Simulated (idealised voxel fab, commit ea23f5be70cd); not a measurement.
process module | voxel capacitor over wiring
cross-section cut | 155 nm wide | cells 5 nm
A cross-section is a grid of square cells, given in bands from the top down. A band is one or more rows of cells.
Each band's line starts with the height of the band's top and of its bottom, in nm. Then come its materials from left to right, each with its width in nm. One material with "throughout" fills the band from edge to edge. "air" is empty space.
Height 0 is the level under which the wafer as received is all one material. The lowest band goes on downwards, as in "0 down".
A width such as "30 to 40" changes by the same amount from each row of cells to the next, from the band's top row to its bottom row.
"no change" after a step means that no cell of the cross-section changed.
closed voids: empty space of 8 cells or more with no open way to the top, each as width x height at its distance from the left edge, in nm
after a step's settings: what the simulator itself notes on the step
overlay nm, on a step with a mask: how far to the right of its planned place the mask lay; to the left if negative
plan
1 op RECEIVE | material Si
2 op CONFORMAL_DEP | material SiO2 | thk nm 15
3 op CONFORMAL_DEP | material SiN | thk nm 5
4 op DIRECTIONAL_DEP | material SiO2 | thk nm 25
5 op DIRECTIONAL_DEP | material aC | thk nm 15
6 op PATTERN | tone open | mask id METAL_1 | material resist | width nm 30 | pitch nm 80 | thk nm 35 | overlay nm 0
7 op DIRECTIONAL_ETCH | etch materials aC | depth nm 15
8 op STRIP | etch materials resist
9 op DIRECTIONAL_ETCH | etch materials SiO2 | depth nm 25
10 op DIRECTIONAL_ETCH | etch materials SiN | depth nm 5
11 op STRIP | etch materials aC
12 op CONFORMAL_DEP | material TiN | thk nm 5
13 op FILL_DEP | material Ru | thk nm 5
14 op CMP | height nm 45
15 op CONFORMAL_DEP | material SiCN | thk nm 5
16 op DIRECTIONAL_DEP | material lowk | thk nm 15
17 op MASKED_ETCH | tone open | mask id PLUG_1 | width nm 15 | etch materials lowk | depth nm 15 | overlay nm 0
18 op MASKED_ETCH | tone open | mask id PLUG_1 | width nm 15 | etch materials SiCN | depth nm 5 | overlay nm 0
19 op EPI | material Ru | thk nm 10
20 op EPI | material Ru | thk nm 10
21 op DIRECTIONAL_DEP | material TiN | thk nm 10
22 op DIRECTIONAL_DEP | material HfO2 | thk nm 5
23 op DIRECTIONAL_DEP | material TiN | thk nm 10
24 op DIRECTIONAL_DEP | material aC | thk nm 15
25 op PATTERN | tone cover | mask id UPPER_PLATE | material resist | width nm 55 | thk nm 30 | overlay nm 0
26 op DIRECTIONAL_ETCH | etch materials aC | depth nm 15
27 op STRIP | etch materials resist
28 op DIRECTIONAL_ETCH | etch materials TiN | depth nm 10
29 op DIRECTIONAL_ETCH | etch materials HfO2 | depth nm 5
30 op STRIP | etch materials aC
31 op DIRECTIONAL_DEP | material aC | thk nm 10
32 op PATTERN | tone cover | mask id LOWER_PLATE | material resist | width nm 65 | thk nm 30 | overlay nm 0
33 op DIRECTIONAL_ETCH | etch materials aC | depth nm 10
34 op STRIP | etch materials resist
35 op DIRECTIONAL_ETCH | etch materials TiN | depth nm 10
36 op STRIP | etch materials aC
37 op FILL_DEP | material SiO2 | thk nm 20
38 op CMP | height nm 105
39 op MASKED_ETCH | tone open | mask id PLUG_2 | width nm 15 | etch materials SiO2 | depth nm 15 | overlay nm 0
40 op CONFORMAL_DEP | material TiN | thk nm 5
41 op FILL_DEP | material Ru | thk nm 10
42 op CMP | height nm 105
43 op CONFORMAL_DEP | material SiCN | thk nm 5
as received, after step 1
  0 down: Si throughout
  closed voids: none
first wafer at the end, as planned
  110 to 105: SiCN throughout
  105 to 95: SiO2 45 | TiN 5 | Ru 5 | TiN 5 | SiO2 95
  95 to 90: SiO2 45 | TiN 15 | SiO2 95
  90 to 80: SiO2 35 | TiN 55 | SiO2 65
  80 to 75: SiO2 35 | HfO2 55 | SiO2 65
  75 to 65: SiO2 30 | TiN 65 | SiO2 60
  65 to 50: lowk 35 | Ru 15 | lowk 105
  50 to 45: SiCN 35 | Ru 15 | SiCN 105
  45 to 20: SiO2 20 | TiN 5 | Ru 20 | TiN 5 | SiO2 50 | TiN 5 | Ru 20 | TiN 5 | SiO2 25
  20 to 15: SiN 20 | TiN 30 | SiN 50 | TiN 30 | SiN 25
  15 to 0: SiO2 throughout
  0 down: Si throughout
  closed voids: none
second wafer at the end: like start, like plan, one mistake
  110 to 105: SiCN throughout
  105 to 95: SiO2 45 | TiN 5 | Ru 5 | TiN 5 | SiO2 95
  95 to 90: SiO2 45 | TiN 15 | SiO2 95
  90 to 80: SiO2 35 | TiN 55 | SiO2 65
  80 to 75: SiO2 35 | HfO2 55 | SiO2 65
  75 to 65: SiO2 30 | TiN 65 | SiO2 60
  65 to 50: lowk 40 | Ru 15 | lowk 100
  50 to 45: SiCN 40 | Ru 10 | SiCN 105
  45 to 20: SiO2 20 | TiN 5 | Ru 20 | TiN 5 | SiO2 50 | TiN 5 | Ru 20 | TiN 5 | SiO2 25
  20 to 15: SiN 20 | TiN 30 | SiN 50 | TiN 30 | SiN 25
  15 to 0: SiO2 throughout
  0 down: Si throughout
  closed voids: none
what went wrong: step 17 ran as: op MASKED_ETCH | tone open | mask id PLUG_1 | width nm 15 | etch materials lowk | depth nm 15 | overlay nm 5
at the end the second wafer has, in cells: 1 fewer of Ru | 1 more of SiCN
